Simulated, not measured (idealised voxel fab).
Documented hereafter: the process module known as voxel spacer lines.
We display cut, a cross-section 295 nm in width whose square cells are each 5 nm.
Reading order for cross-sections: top band down to bottom band. Underlying form: a grid of square cells. Band size: one or more rows of cells. This entry defines a band. It first specifies the height of the band's top and the height of its bottom in nm, and then specifies the band's materials from left to right, stating each material with its width in nm. The word "full width" identifies a single material that fills the band from edge to edge, while the word "blank" identifies empty space. Height is counted from the level 0, under which the received wafer is composed throughout of one material. The lowest of the bands is not closed at the bottom but continues downward, in the notation "0 and below". Graded width ("30->40"): value in top row of band = first number; value in bottom row = second number; row-to-row change constant. The cross-section has no changed cell in any step marked "no modification". "Sealed voids" specifies each empty space that is not open to the top and that occupies no fewer than 8 cells, using the form width x height at distance, the distance measured from the left edge and all three quantities in nm. Heads up: the bit after the settings on a step's line is the simulator's remark on that step. overlay nm: how far to the right of its planned place the mask lay on this masked step (negative: to the left).
Listed below are the process steps as planned:
| 1 | RECEIVE,material Si |
| 2 | CONFORMAL_DEP,material SiO2,thk nm 5 |
| 3 | DIRECTIONAL_DEP,material W,thk nm 15 |
| 4 | DIRECTIONAL_DEP,material polySi,thk nm 20 |
| 5 | PATTERN,tone cover,mask id MANDREL,material resist,width nm 15,pitch nm 60,thk nm 25,overlay nm 0 |
| 6 | DIRECTIONAL_ETCH,etch materials polySi,depth nm 20 |
| 7 | STRIP,etch materials resist |
| 8 | CONFORMAL_DEP,material SiN,thk nm 15 |
| 9 | DIRECTIONAL_ETCH,etch materials SiN,depth nm 15 |
| 10 | STRIP,etch materials polySi |
| 11 | DIRECTIONAL_ETCH,etch materials W,depth nm 15 |
| 12 | STRIP,etch materials SiN |
as received, after step 1:
	0 and below  Si full width
	Sealed voids: none
What the wafer looks like in cross-section after this module, when it starts as shown above and follows the plan above but one mistake is made in running it:
	20 down to 5  blank 60; W 15; blank 25; W 15; blank 5; W 15; blank 25; W 15; blank 5; W 15; blank 25; W 15; blank 60
	5 down to 0  SiO2 full width
	0 and below  Si full width
	Sealed voids: none
Processing error: planned and actual differ for step 5; actual: PATTERN,tone cover,mask id MANDREL,material resist,width nm 25,pitch nm 60,thk nm 25,overlay nm 0
